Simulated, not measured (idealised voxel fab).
Title: Process Module voxel gate over fins
Cross-section cut: width 290 nm, square cells of 5 nm.
If you're reading a cross-section in this doc, picture square cells in a grid; it comes to you as bands, top ones listed first down to the bottom, and a band can be one or more rows of cells. Top, bottom (nm), then materials left to right with widths (nm); lone material tagged "throughout" fills the whole band edge to edge; "air" = empty space. All heights in this document are referenced to 0, defined as the level beneath which the wafer, as received, consists entirely of one material. The lowest band is not bounded below; it extends indefinitely downward and is written in the form "top 0, no bottom". So if you see something like "30->40" for the width, read it as the top row of the band sitting at the first number and the bottom row at the second, with every row in between moving by the same amount as the last. Basically "stayed the same" means that step didn't change any cell in the cross-section. "Catalogued sealed voids" specifies each empty space that is not open to the top and that occupies no fewer than 8 cells, using the form width x height at distance, the distance measured from the left edge and all three quantities in nm. That trailing text on a step's line, after the settings, is the simulator's own remark on the step. "overlay nm" on a masked step: distance the mask lay right of its planned place, negative for left. Each pair of cross-sections that follows straddles one process step: the one shows the state before the step, the other the state after it, down to the lowest band that changed and no further. The step in question, and its settings, are given under the pair. Note that a pair is not necessarily a continuation of the pair above it, since pairs can come from different runs of this module on the same starting wafer; it is a continuation only where its entry headed "Pre-processing view" says so.
Pre-processing view:
* top 0, no bottom  Si throughout
* Catalogued sealed voids: none
After the Step:
* top 5, bottom 0  SiN throughout
* Everything under 0 stays put, no change at all.
* Catalogued sealed voids: none
In between the cross-sections above, the run called for CONFORMAL_DEP [material SiN] [thk nm 5]
Pre-processing view: the after view from the pair directly above serves as the before view here.
After the Step:
* top 5, bottom 0  air 115 nm  SiN 15 nm  air 25 nm  SiN 15 nm  air 120 nm
* Everything under 0 stays put, no change at all.
* Catalogued sealed voids: none
In between the cross-sections above, the run called for MASKED_ETCH [tone cover] [mask id FINS] [width nm 15] [pitch nm 40] [etch materials SiN] [depth nm 5] [overlay nm 0]
Pre-processing view: the after view from the pair directly above serves as the before view here.
After the Step:
* top 5, bottom 0  air 115 nm  SiN 15 nm  air 25 nm  SiN 15 nm  air 120 nm
* top 0, bottom -30  air 115 nm  Si 15 nm  air 25 nm  Si 15 nm  air 120 nm
* Everything under -30 stays put, no change at all.
* Catalogued sealed voids: none
In between the cross-sections above, the run called for MASKED_ETCH [tone cover] [mask id FINS] [width nm 15] [pitch nm 40] [etch materials Si] [depth nm 30] [overlay nm 0]
Pre-processing view: the after view from the pair directly above serves as the before view here.
After the Step:
* top 15, bottom 5  SiO2 throughout
* top 5, bottom 0  SiO2 115 nm  SiN 15 nm  SiO2 25 nm  SiN 15 nm  SiO2 120 nm
* top 0, bottom -30  SiO2 115 nm  Si 15 nm  SiO2 25 nm  Si 15 nm  SiO2 120 nm
* Everything under -30 stays put, no change at all.
* Catalogued sealed voids: none
In between the cross-sections above, the run called for FILL_DEP [material SiO2] [thk nm 10]
Pre-processing view: the after view from the pair directly above serves as the before view here.
After the Step:
* top 5, bottom 0  SiO2 115 nm  SiN 15 nm  SiO2 25 nm  SiN 15 nm  SiO2 120 nm
* Everything under 0 stays put, no change at all.
* Catalogued sealed voids: none
In between the cross-sections above, the run called for CMP [height nm 5]
Pre-processing view: the after view from the pair directly above serves as the before view here.
After the Step:
* top 5, bottom 0  air 115 nm  SiN 15 nm  air 25 nm  SiN 15 nm  air 120 nm
* top 0, bottom -10  air 115 nm  Si 15 nm  air 25 nm  Si 15 nm  air 120 nm
* Everything under -10 stays put, no change at all.
* Catalogued sealed voids: none
In between the cross-sections above, the run called for SELECTIVE_ETCH [etch materials SiO2] [depth nm 15]
Pre-processing view: the after view from the pair directly above serves as the before view here.
After the Step:
* top 0, bottom -10  air 115 nm  Si 15 nm  air 25 nm  Si 15 nm  air 120 nm
* Everything under -10 stays put, no change at all.
* Catalogued sealed voids: none
In between the cross-sections above, the run called for STRIP [etch materials SiN]
Pre-processing view: the after view from the pair directly above serves as the before view here.
After the Step:
* top 5, bottom 0  air 110 nm  HfO2 25 nm  air 15 nm  HfO2 25 nm  air 115 nm
* top 0, bottom -5  air 110 nm  HfO2 5 nm  Si 15 nm  HfO2 5 nm  air 15 nm  HfO2 5 nm  Si 15 nm  HfO2 5 nm  air 115 nm
* top -5, bottom -10  HfO2 115 nm  Si 15 nm  HfO2 25 nm  Si 15 nm  HfO2 120 nm
* Everything under -10 stays put, no change at all.
* Catalogued sealed voids: none
In between the cross-sections above, the run called for CONFORMAL_DEP [material HfO2] [thk nm 5]
Pre-processing view: the after view from the pair directly above serves as the before view here.
After the Step:
* top 10, bottom 5  air 105 nm  TiN 35 nm  air 5 nm  TiN 35 nm  air 110 nm
* top 5, bottom 0  air 105 nm  TiN 5 nm  HfO2 25 nm  TiN 5 nm  air 5 nm  TiN 5 nm  HfO2 25 nm  TiN 5 nm  air 110 nm
* top 0, bottom -5  TiN 110 nm  HfO2 5 nm  Si 15 nm  HfO2 5 nm  TiN 15 nm  HfO2 5 nm  Si 15 nm  HfO2 5 nm  TiN 115 nm
* Everything under -5 stays put, no change at all.
* Catalogued sealed voids: none
In between the cross-sections above, the run called for CONFORMAL_DEP [material TiN] [thk nm 5]
Pre-processing view: the after view from the pair directly above serves as the before view here.
After the Step:
* top 15, bottom 10  air 100 nm  TiAl 85 nm  air 105 nm
* top 10, bottom 5  air 100 nm  TiAl 5 nm  TiN 35 nm  TiAl 5 nm  TiN 35 nm  TiAl 5 nm  air 105 nm
* top 5, bottom 0  TiAl 105 nm  TiN 5 nm  HfO2 25 nm  TiN 5 nm  TiAl 5 nm  TiN 5 nm  HfO2 25 nm  TiN 5 nm  TiAl 110 nm
* Everything under 0 stays put, no change at all.
* Catalogued sealed voids: none
In between the cross-sections above, the run called for CONFORMAL_DEP [material TiAl] [thk nm 5]
Pre-processing view: the after view from the pair directly above serves as the before view here.
After the Step:
* top 20, bottom 15  air 95 nm  TiN 95 nm  air 100 nm
* top 15, bottom 10  air 95 nm  TiN 5 nm  TiAl 85 nm  TiN 5 nm  air 100 nm
* top 10, bottom 5  TiN 100 nm  TiAl 5 nm  TiN 35 nm  TiAl 5 nm  TiN 35 nm  TiAl 5 nm  TiN 105 nm
* Everything under 5 stays put, no change at all.
* Catalogued sealed voids: none
In between the cross-sections above, the run called for CONFORMAL_DEP [material TiN] [thk nm 5]
Pre-processing view: the after view from the pair directly above serves as the before view here.
After the Step:
* top 30, bottom 20  W throughout
* top 20, bottom 15  W 95 nm  TiN 95 nm  W 100 nm
* top 15, bottom 10  W 95 nm  TiN 5 nm  TiAl 85 nm  TiN 5 nm  W 100 nm
* Everything under 10 stays put, no change at all.
* Catalogued sealed voids: none
In between the cross-sections above, the run called for FILL_DEP [material W] [thk nm 10]
Pre-processing view: the after view from the pair directly above serves as the before view here.
After the Step:
* top 25, bottom 20  W throughout
* Everything under 20 stays put, no change at all.
* Catalogued sealed voids: none
In between the cross-sections above, the run called for CMP [height nm 25]
Pre-processing view: the after view from the pair directly above serves as the before view here.
After the Step:
* top 35, bottom 25  SiCN throughout
* Everything under 25 stays put, no change at all.
* Catalogued sealed voids: none
In between the cross-sections above, the run called for CONFORMAL_DEP [material SiCN] [thk nm 10]
Pre-processing view:
* top 0, bottom -10  air 115 nm  Si 15 nm  air 25 nm  Si 15 nm  air 120 nm
* top -10, bottom -30  SiO2 115 nm  Si 15 nm  SiO2 25 nm  Si 15 nm  SiO2 120 nm
* top -30, no bottom  Si throughout
* Catalogued sealed voids: none
After the Step:
* top 5, bottom 0  air 110 nm  TiN 25 nm  air 15 nm  TiN 25 nm  air 115 nm
* top 0, bottom -5  air 110 nm  TiN 5 nm  Si 15 nm  TiN 5 nm  air 15 nm  TiN 5 nm  Si 15 nm  TiN 5 nm  air 115 nm
* top -5, bottom -10  TiN 115 nm  Si 15 nm  TiN 25 nm  Si 15 nm  TiN 120 nm
* Everything under -10 stays put, no change at all.
* Catalogued sealed voids: none
In between the cross-sections above, the run called for CONFORMAL_DEP [material TiN] [thk nm 5]
Pre-processing view: the after view from the pair directly above serves as the before view here.
After the Step:
* top 10, bottom 5  air 105 nm  TiAl 35 nm  air 5 nm  TiAl 35 nm  air 110 nm
* top 5, bottom 0  air 105 nm  TiAl 5 nm  TiN 25 nm  TiAl 5 nm  air 5 nm  TiAl 5 nm  TiN 25 nm  TiAl 5 nm  air 110 nm
* top 0, bottom -5  TiAl 110 nm  TiN 5 nm  Si 15 nm  TiN 5 nm  TiAl 15 nm  TiN 5 nm  Si 15 nm  TiN 5 nm  TiAl 115 nm
* Everything under -5 stays put, no change at all.
* Catalogued sealed voids: none
In between the cross-sections above, the run called for CONFORMAL_DEP [material TiAl] [thk nm 5]
Pre-processing view: the after view from the pair directly above serves as the before view here.
After the Step:
* top 15, bottom 10  air 100 nm  TiN 85 nm  air 105 nm
* top 10, bottom 5  air 100 nm  TiN 5 nm  TiAl 35 nm  TiN 5 nm  TiAl 35 nm  TiN 5 nm  air 105 nm
* top 5, bottom 0  TiN 105 nm  TiAl 5 nm  TiN 25 nm  TiAl 5 nm  TiN 5 nm  TiAl 5 nm  TiN 25 nm  TiAl 5 nm  TiN 110 nm
* Everything under 0 stays put, no change at all.
* Catalogued sealed voids: none
In between the cross-sections above, the run called for CONFORMAL_DEP [material TiN] [thk nm 5]
Pre-processing view: the after view from the pair directly above serves as the before view here.
After the Step:
* top 25, bottom 15  W throughout
* top 15, bottom 10  W 100 nm  TiN 85 nm  W 105 nm
* top 10, bottom 5  W 100 nm  TiN 5 nm  TiAl 35 nm  TiN 5 nm  TiAl 35 nm  TiN 5 nm  W 105 nm
* Everything under 5 stays put, no change at all.
* Catalogued sealed voids: none
In between the cross-sections above, the run called for FILL_DEP [material W] [thk nm 10]
Pre-processing view: the after view from the pair directly above serves as the before view here.
After the Step:
* top 35, bottom 25  SiCN throughout
* Everything under 25 stays put, no change at all.
* Catalogued sealed voids: none
In between the cross-sections above, the run called for CONFORMAL_DEP [material SiCN] [thk nm 10]
Pre-processing view:
* top 5, bottom 0  air 115 nm  SiN 15 nm  air 25 nm  SiN 15 nm  air 120 nm
* top 0, bottom -30  air 115 nm  Si 15 nm  air 25 nm  Si 15 nm  air 120 nm
* top -30, no bottom  Si throughout
* Catalogued sealed voids: none
After the Step:
* top 5, bottom 0  air 115 nm  SiN 15 nm  air 25 nm  SiN 15 nm  air 120 nm
* top 0, bottom -60  air 115 nm  Si 15 nm  air 25 nm  Si 15 nm  air 120 nm
* Everything under -60 stays put, no change at all.
* Catalogued sealed voids: none
In between the cross-sections above, the run called for MASKED_ETCH [tone cover] [mask id FINS] [width nm 15] [pitch nm 40] [etch materials Si] [depth nm 30] [overlay nm 0]
Pre-processing view: the after view from the pair directly above serves as the before view here.
After the Step:
* top 15, bottom 5  SiO2 throughout
* top 5, bottom 0  SiO2 115 nm  SiN 15 nm  SiO2 25 nm  SiN 15 nm  SiO2 120 nm
* top 0, bottom -60  SiO2 115 nm  Si 15 nm  SiO2 25 nm  Si 15 nm  SiO2 120 nm
* Everything under -60 stays put, no change at all.
* Catalogued sealed voids: none
In between the cross-sections above, the run called for FILL_DEP [material SiO2] [thk nm 10]
Pre-processing view: the after view from the pair directly above serves as the before view here.
After the Step:
* top 5, bottom 0  SiO2 115 nm  SiN 15 nm  SiO2 25 nm  SiN 15 nm  SiO2 120 nm
* Everything under 0 stays put, no change at all.
* Catalogued sealed voids: none
In between the cross-sections above, the run called for CMP [height nm 5]
Pre-processing view: the after view from the pair directly above serves as the before view here.
After the Step:
* top 5, bottom 0  air 115 nm  SiN 15 nm  air 25 nm  SiN 15 nm  air 120 nm
* top 0, bottom -10  air 115 nm  Si 15 nm  air 25 nm  Si 15 nm  air 120 nm
* Everything under -10 stays put, no change at all.
* Catalogued sealed voids: none
In between the cross-sections above, the run called for SELECTIVE_ETCH [etch materials SiO2] [depth nm 15]
Pre-processing view: the after view from the pair directly above serves as the before view here.
After the Step:
* top 0, bottom -10  air 115 nm  Si 15 nm  air 25 nm  Si 15 nm  air 120 nm
* Everything under -10 stays put, no change at all.
* Catalogued sealed voids: none
In between the cross-sections above, the run called for STRIP [etch materials SiN]
Pre-processing view: the after view from the pair directly above serves as the before view here.
After the Step:
* top 5, bottom 0  air 110 nm  HfO2 25 nm  air 15 nm  HfO2 25 nm  air 115 nm
* top 0, bottom -5  air 110 nm  HfO2 5 nm  Si 15 nm  HfO2 5 nm  air 15 nm  HfO2 5 nm  Si 15 nm  HfO2 5 nm  air 115 nm
* top -5, bottom -10  HfO2 115 nm  Si 15 nm  HfO2 25 nm  Si 15 nm  HfO2 120 nm
* Everything under -10 stays put, no change at all.
* Catalogued sealed voids: none
In between the cross-sections above, the run called for CONFORMAL_DEP [material HfO2] [thk nm 5]
Pre-processing view: the after view from the pair directly above serves as the before view here.
After the Step:
* top 10, bottom 5  air 105 nm  TiN 35 nm  air 5 nm  TiN 35 nm  air 110 nm
* top 5, bottom 0  air 105 nm  TiN 5 nm  HfO2 25 nm  TiN 5 nm  air 5 nm  TiN 5 nm  HfO2 25 nm  TiN 5 nm  air 110 nm
* top 0, bottom -5  TiN 110 nm  HfO2 5 nm  Si 15 nm  HfO2 5 nm  TiN 15 nm  HfO2 5 nm  Si 15 nm  HfO2 5 nm  TiN 115 nm
* Everything under -5 stays put, no change at all.
* Catalogued sealed voids: none
In between the cross-sections above, the run called for CONFORMAL_DEP [material TiN] [thk nm 5]
Pre-processing view: the after view from the pair directly above serves as the before view here.
After the Step:
* top 15, bottom 10  air 100 nm  TiAl 85 nm  air 105 nm
* top 10, bottom 5  air 100 nm  TiAl 5 nm  TiN 35 nm  TiAl 5 nm  TiN 35 nm  TiAl 5 nm  air 105 nm
* top 5, bottom 0  TiAl 105 nm  TiN 5 nm  HfO2 25 nm  TiN 5 nm  TiAl 5 nm  TiN 5 nm  HfO2 25 nm  TiN 5 nm  TiAl 110 nm
* Everything under 0 stays put, no change at all.
* Catalogued sealed voids: none
In between the cross-sections above, the run called for CONFORMAL_DEP [material TiAl] [thk nm 5]
Pre-processing view: the after view from the pair directly above serves as the before view here.
After the Step:
* top 20, bottom 15  air 95 nm  TiN 95 nm  air 100 nm
* top 15, bottom 10  air 95 nm  TiN 5 nm  TiAl 85 nm  TiN 5 nm  air 100 nm
* top 10, bottom 5  TiN 100 nm  TiAl 5 nm  TiN 35 nm  TiAl 5 nm  TiN 35 nm  TiAl 5 nm  TiN 105 nm
* Everything under 5 stays put, no change at all.
* Catalogued sealed voids: none
In between the cross-sections above, the run called for CONFORMAL_DEP [material TiN] [thk nm 5]
Pre-processing view: the after view from the pair directly above serves as the before view here.
After the Step:
* top 30, bottom 20  W throughout
* top 20, bottom 15  W 95 nm  TiN 95 nm  W 100 nm
* top 15, bottom 10  W 95 nm  TiN 5 nm  TiAl 85 nm  TiN 5 nm  W 100 nm
* Everything under 10 stays put, no change at all.
* Catalogued sealed voids: none
In between the cross-sections above, the run called for FILL_DEP [material W] [thk nm 10]
Pre-processing view: the after view from the pair directly above serves as the before view here.
After the Step:
* top 25, bottom 20  W throughout
* Everything under 20 stays put, no change at all.
* Catalogued sealed voids: none
In between the cross-sections above, the run called for CMP [height nm 25]
Pre-processing view: the after view from the pair directly above serves as the before view here.
After the Step:
* top 35, bottom 25  SiCN throughout
* Everything under 25 stays put, no change at all.
* Catalogued sealed voids: none
In between the cross-sections above, the run called for CONFORMAL_DEP [material SiCN] [thk nm 10]
Pre-processing view:
* top 5, bottom 0  air 110 nm  TiN 25 nm  air 15 nm  TiN 25 nm  air 115 nm
* top 0, bottom -5  air 110 nm  TiN 5 nm  Si 15 nm  TiN 5 nm  air 15 nm  TiN 5 nm  Si 15 nm  TiN 5 nm  air 115 nm
* top -5, bottom -10  TiN 115 nm  Si 15 nm  TiN 25 nm  Si 15 nm  TiN 120 nm
* top -10, bottom -30  SiO2 115 nm  Si 15 nm  SiO2 25 nm  Si 15 nm  SiO2 120 nm
* top -30, no bottom  Si throughout
* Catalogued sealed voids: none
After the Step:
* top 10, bottom 5  air 105 nm  HfO2 35 nm  air 5 nm  HfO2 35 nm  air 110 nm
* top 5, bottom 0  air 105 nm  HfO2 5 nm  TiN 25 nm  HfO2 5 nm  air 5 nm  HfO2 5 nm  TiN 25 nm  HfO2 5 nm  air 110 nm
* top 0, bottom -5  HfO2 110 nm  TiN 5 nm  Si 15 nm  TiN 5 nm  HfO2 15 nm  TiN 5 nm  Si 15 nm  TiN 5 nm  HfO2 115 nm
* Everything under -5 stays put, no change at all.
* Catalogued sealed voids: none
In between the cross-sections above, the run called for CONFORMAL_DEP [material HfO2] [thk nm 5]
Pre-processing view: the after view from the pair directly above serves as the before view here.
After the Step:
* top 15, bottom 10  air 100 nm  TiAl 85 nm  air 105 nm
* top 10, bottom 5  air 100 nm  TiAl 5 nm  HfO2 35 nm  TiAl 5 nm  HfO2 35 nm  TiAl 5 nm  air 105 nm
* top 5, bottom 0  TiAl 105 nm  HfO2 5 nm  TiN 25 nm  HfO2 5 nm  TiAl 5 nm  HfO2 5 nm  TiN 25 nm  HfO2 5 nm  TiAl 110 nm
* Everything under 0 stays put, no change at all.
* Catalogued sealed voids: none
In between the cross-sections above, the run called for CONFORMAL_DEP [material TiAl] [thk nm 5]
Pre-processing view: the after view from the pair directly above serves as the before view here.
After the Step:
* top 20, bottom 15  air 95 nm  TiN 95 nm  air 100 nm
* top 15, bottom 10  air 95 nm  TiN 5 nm  TiAl 85 nm  TiN 5 nm  air 100 nm
* top 10, bottom 5  TiN 100 nm  TiAl 5 nm  HfO2 35 nm  TiAl 5 nm  HfO2 35 nm  TiAl 5 nm  TiN 105 nm
* Everything under 5 stays put, no change at all.
* Catalogued sealed voids: none
In between the cross-sections above, the run called for CONFORMAL_DEP [material TiN] [thk nm 5]
Pre-processing view: the after view from the pair directly above serves as the before view here.
After the Step:
* top 30, bottom 20  W throughout
* top 20, bottom 15  W 95 nm  TiN 95 nm  W 100 nm
* top 15, bottom 10  W 95 nm  TiN 5 nm  TiAl 85 nm  TiN 5 nm  W 100 nm
* Everything under 10 stays put, no change at all.
* Catalogued sealed voids: none
In between the cross-sections above, the run called for FILL_DEP [material W] [thk nm 10]
Pre-processing view: the after view from the pair directly above serves as the before view here.
After the Step:
* top 25, bottom 20  W throughout
* Everything under 20 stays put, no change at all.
* Catalogued sealed voids: none
In between the cross-sections above, the run called for CMP [height nm 25]
Pre-processing view: the after view from the pair directly above serves as the before view here.
After the Step:
* top 35, bottom 25  SiCN throughout
* Everything under 25 stays put, no change at all.
* Catalogued sealed voids: none
In between the cross-sections above, the run called for CONFORMAL_DEP [material SiCN] [thk nm 10]
Pre-processing view:
* top 10, bottom 5  air 105 nm  TiN 35 nm  air 5 nm  TiN 35 nm  air 110 nm
* top 5, bottom 0  air 105 nm  TiN 5 nm  HfO2 25 nm  TiN 5 nm  air 5 nm  TiN 5 nm  HfO2 25 nm  TiN 5 nm  air 110 nm
* top 0, bottom -5  TiN 110 nm  HfO2 5 nm  Si 15 nm  HfO2 5 nm  TiN 15 nm  HfO2 5 nm  Si 15 nm  HfO2 5 nm  TiN 115 nm
* top -5, bottom -10  HfO2 115 nm  Si 15 nm  HfO2 25 nm  Si 15 nm  HfO2 120 nm
* top -10, bottom -30  SiO2 115 nm  Si 15 nm  SiO2 25 nm  Si 15 nm  SiO2 120 nm
* top -30, no bottom  Si throughout
* Catalogued sealed voids: none
After the Step:
* top 25, bottom 15  air 90 nm  TiAl 105 nm  air 95 nm
* top 15, bottom 10  TiAl throughout
* top 10, bottom 5  TiAl 105 nm  TiN 35 nm  TiAl 5 nm  TiN 35 nm  TiAl 110 nm
* top 5, bottom 0  TiAl 105 nm  TiN 5 nm  HfO2 25 nm  TiN 5 nm  TiAl 5 nm  TiN 5 nm  HfO2 25 nm  TiN 5 nm  TiAl 110 nm
* Everything under 0 stays put, no change at all.
* Catalogued sealed voids: none
In between the cross-sections above, the run called for CONFORMAL_DEP [material TiAl] [thk nm 15]
Pre-processing view: the after view from the pair directly above serves as the before view here.
After the Step:
* top 30, bottom 25  air 85 nm  TiN 115 nm  air 90 nm
* top 25, bottom 20  air 85 nm  TiN 5 nm  TiAl 105 nm  TiN 5 nm  air 90 nm
* top 20, bottom 15  TiN 90 nm  TiAl 105 nm  TiN 95 nm
* Everything under 15 stays put, no change at all.
* Catalogued sealed voids: none
In between the cross-sections above, the run called for CONFORMAL_DEP [material TiN] [thk nm 5]
Pre-processing view: the after view from the pair directly above serves as the before view here.
After the Step:
* top 40, bottom 30  W throughout
* top 30, bottom 25  W 85 nm  TiN 115 nm  W 90 nm
* top 25, bottom 20  W 85 nm  TiN 5 nm  TiAl 105 nm  TiN 5 nm  W 90 nm
* Everything under 20 stays put, no change at all.
* Catalogued sealed voids: none
In between the cross-sections above, the run called for FILL_DEP [material W] [thk nm 10]
Pre-processing view: the after view from the pair directly above serves as the before view here.
After the Step:
* top 25, bottom 20  W 85 nm  TiN 5 nm  TiAl 105 nm  TiN 5 nm  W 90 nm
* Everything under 20 stays put, no change at all.
* Catalogued sealed voids: none
In between the cross-sections above, the run called for CMP [height nm 25]
Pre-processing view: the after view from the pair directly above serves as the before view here.
After the Step:
* top 35, bottom 25  SiCN throughout
* Everything under 25 stays put, no change at all.
* Catalogued sealed voids: none
In between the cross-sections above, the run called for CONFORMAL_DEP [material SiCN] [thk nm 10]
Pre-processing view:
* top 20, bottom 15  air 95 nm  TiN 95 nm  air 100 nm
* top 15, bottom 10  air 95 nm  TiN 5 nm  TiAl 85 nm  TiN 5 nm  air 100 nm
* top 10, bottom 5  TiN 100 nm  TiAl 5 nm  TiN 35 nm  TiAl 5 nm  TiN 35 nm  TiAl 5 nm  TiN 105 nm
* top 5, bottom 0  TiAl 105 nm  TiN 5 nm  HfO2 25 nm  TiN 5 nm  TiAl 5 nm  TiN 5 nm  HfO2 25 nm  TiN 5 nm  TiAl 110 nm
* top 0, bottom -5  TiN 110 nm  HfO2 5 nm  Si 15 nm  HfO2 5 nm  TiN 15 nm  HfO2 5 nm  Si 15 nm  HfO2 5 nm  TiN 115 nm
* top -5, bottom -10  HfO2 115 nm  Si 15 nm  HfO2 25 nm  Si 15 nm  HfO2 120 nm
* top -10, bottom -30  SiO2 115 nm  Si 15 nm  SiO2 25 nm  Si 15 nm  SiO2 120 nm
* top -30, no bottom  Si throughout
* Catalogued sealed voids: none
After the Step:
* top 30, bottom 20  SiCN throughout
* top 20, bottom 15  SiCN 95 nm  TiN 95 nm  SiCN 100 nm
* top 15, bottom 10  SiCN 95 nm  TiN 5 nm  TiAl 85 nm  TiN 5 nm  SiCN 100 nm
* Everything under 10 stays put, no change at all.
* Catalogued sealed voids: none
In between the cross-sections above, the run called for FILL_DEP [material SiCN] [thk nm 10]
Pre-processing view: the after view from the pair directly above serves as the before view here.
After the Step:
* top 25, bottom 20  SiCN throughout
* Everything under 20 stays put, no change at all.
* Catalogued sealed voids: none
In between the cross-sections above, the run called for CMP [height nm 25]
Pre-processing view: the after view from the pair directly above serves as the before view here.
After the Step:
* top 35, bottom 20  SiCN throughout
* Everything under 20 stays put, no change at all.
* Catalogued sealed voids: none
In between the cross-sections above, the run called for CONFORMAL_DEP [material SiCN] [thk nm 10]
